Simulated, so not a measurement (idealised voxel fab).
A process module follows: voxel wiring stack.
Cross-section cut: width 250 nm, square cells of 5 nm.
Cross-section layout: square cells on a grid; listed as bands, top to bottom; a band spans one or more cell rows. Band: top height; bottom height; in nm. Then, left to right: material with width in nm, for each material. "all across": a single material spanning edge to edge. "empty": empty space. Counting heights begins at 0, where everything beneath is, in the wafer as received, one material. The lowest band has no bottom; it goes on downwards, as "0..down" shows. Read "30..40" as a graded width: first number on top, second number at the bottom, same change between each pair of neighbouring rows. For the purposes of this document, the phrase "identical to before" attached to a step denotes that no cell within the cross-section was modified by that step. The entry titled "Fully sealed voids" provides the empty spaces that have no open way to the top, restricted to those of 8 cells or more. Each is presented as width x height at distance, the distance being measured from the left edge, with all three in nm. What comes after the settings on a step's line is commentary from the simulator itself on that step. Steps that use a mask can have "overlay nm" on their line. It says how far the mask sat to the right of where it was meant to be. Negative means to the left.

-- Process steps foreseen in the plan
1) RECEIVE,material Si
2) CONFORMAL_DEP,material SiO2,thk nm 10
3) DIRECTIONAL_DEP,material TiN,thk nm 5
4) DIRECTIONAL_DEP,material Ru,thk nm 20
5) DIRECTIONAL_DEP,material aC,thk nm 15
6) PATTERN,tone cover,mask id METAL_1,material resist,width nm 30,pitch nm 55,thk nm 30,overlay nm 0
7) DIRECTIONAL_ETCH,etch materials aC,depth nm 15
8) STRIP,etch materials resist
9) DIRECTIONAL_ETCH,etch materials Ru,depth nm 20
10) DIRECTIONAL_ETCH,etch materials TiN,depth nm 5
11) STRIP,etch materials aC
12) FILL_DEP,material SiO2,thk nm 5
13) CMP,height nm 35
14) CONFORMAL_DEP,material SiCN,thk nm 5
15) DIRECTIONAL_DEP,material SiO2,thk nm 10
16) PATTERN,tone open,mask id PLUG_1,material resist,width nm 15,pitch nm 55,thk nm 15,overlay nm 0
17) DIRECTIONAL_ETCH,etch materials SiO2,depth nm 10
18) DIRECTIONAL_ETCH,etch materials SiCN,depth nm 5
19) STRIP,etch materials resist
20) CONFORMAL_DEP,material TiN,thk nm 5
21) FILL_DEP,material W,thk nm 10
22) CMP,height nm 50
23) DIRECTIONAL_DEP,material TiN,thk nm 5
24) DIRECTIONAL_DEP,material W,thk nm 20
25) PATTERN,tone cover,mask id METAL_2,material resist,width nm 30,pitch nm 55,thk nm 15,overlay nm 0
26) DIRECTIONAL_ETCH,etch materials W,depth nm 20
27) DIRECTIONAL_ETCH,etch materials TiN,depth nm 5
28) STRIP,etch materials resist
29) CONFORMAL_DEP,material SiCN,thk nm 5
30) FILL_DEP,material SiO2,thk nm 10
31) CMP,height nm 75
32) CONFORMAL_DEP,material SiCN,thk nm 5
33) DIRECTIONAL_DEP,material SiO2,thk nm 30
34) DIRECTIONAL_DEP,material aC,thk nm 10
35) PATTERN,tone open,mask id METAL_3,material resist,width nm 30,pitch nm 55,thk nm 25,overlay nm 0
36) DIRECTIONAL_ETCH,etch materials aC,depth nm 10
37) STRIP,etch materials resist
38) DIRECTIONAL_ETCH,etch materials SiO2,depth nm 15
39) STRIP,etch materials aC
40) PATTERN,tone open,mask id METAL_3_HOLES,material resist,width nm 15,pitch nm 55,thk nm 15,overlay nm 0
41) DIRECTIONAL_ETCH,etch materials SiO2,depth nm 15
42) DIRECTIONAL_ETCH,etch materials SiCN,depth nm 5
43) STRIP,etch materials resist
44) CONFORMAL_DEP,material TiN,thk nm 5
45) FILL_DEP,material Cu,thk nm 10
46) CMP,height nm 110
47) CONFORMAL_DEP,material SiCN,thk nm 5

-- Cross-section of the wafer as it came to us, i.e., already through step 1
- 0..down | Si all across
- Fully sealed voids: none

-- Cross-sectional result after module completion. Note: starting condition and plan are unchanged from above; one processing mistake was made
- 115..110 | SiCN all across
- 110..100 | SiO2: 55 / TiN: 5 / Cu: 20 / TiN: 5 / SiO2: 25 / TiN: 5 / Cu: 20 / TiN: 5 / SiO2: 25 / TiN: 5 / Cu: 20 / TiN: 5 / SiO2: 55
- 100..95 | SiO2: 55 / TiN: 5 / Cu: 5 / TiN: 20 / SiO2: 25 / TiN: 5 / Cu: 5 / TiN: 20 / SiO2: 25 / TiN: 5 / Cu: 5 / TiN: 20 / SiO2: 55
- 95..80 | SiO2: 55 / TiN: 5 / Cu: 5 / TiN: 5 / SiO2: 40 / TiN: 5 / Cu: 5 / TiN: 5 / SiO2: 40 / TiN: 5 / Cu: 5 / TiN: 5 / SiO2: 70
- 80..75 | SiCN: 55 / TiN: 15 / SiCN: 40 / TiN: 15 / SiCN: 40 / TiN: 15 / SiCN: 70
- 75..55 | W: 55 / SiCN: 5 / SiO2: 20 / SiCN: 5 / W: 25 / SiCN: 5 / SiO2: 20 / SiCN: 5 / W: 25 / SiCN: 5 / SiO2: 20 / SiCN: 5 / W: 55
- 55..50 | TiN: 55 / SiCN: 30 / TiN: 25 / SiCN: 30 / TiN: 25 / SiCN: 30 / TiN: 55
- 50..40 | SiO2: 55 / TiN: 5 / W: 5 / TiN: 5 / SiO2: 40 / TiN: 5 / W: 5 / TiN: 5 / SiO2: 40 / TiN: 5 / W: 5 / TiN: 5 / SiO2: 70
- 40..35 | SiCN: 55 / TiN: 15 / SiCN: 40 / TiN: 15 / SiCN: 40 / TiN: 15 / SiCN: 70
- 35..15 | SiO2: 55 / Ru: 30 / SiO2: 25 / Ru: 30 / SiO2: 25 / Ru: 30 / SiO2: 55
- 15..10 | SiO2: 55 / TiN: 30 / SiO2: 25 / TiN: 30 / SiO2: 25 / TiN: 30 / SiO2: 55
- 10..0 | SiO2 all across
- 0..down | Si all across
- Fully sealed voids: none
Plan not followed: step 25 was not run as planned; what actually ran was PATTERN,tone open,mask id METAL_2,material resist,width nm 30,pitch nm 55,thk nm 15,overlay nm 0
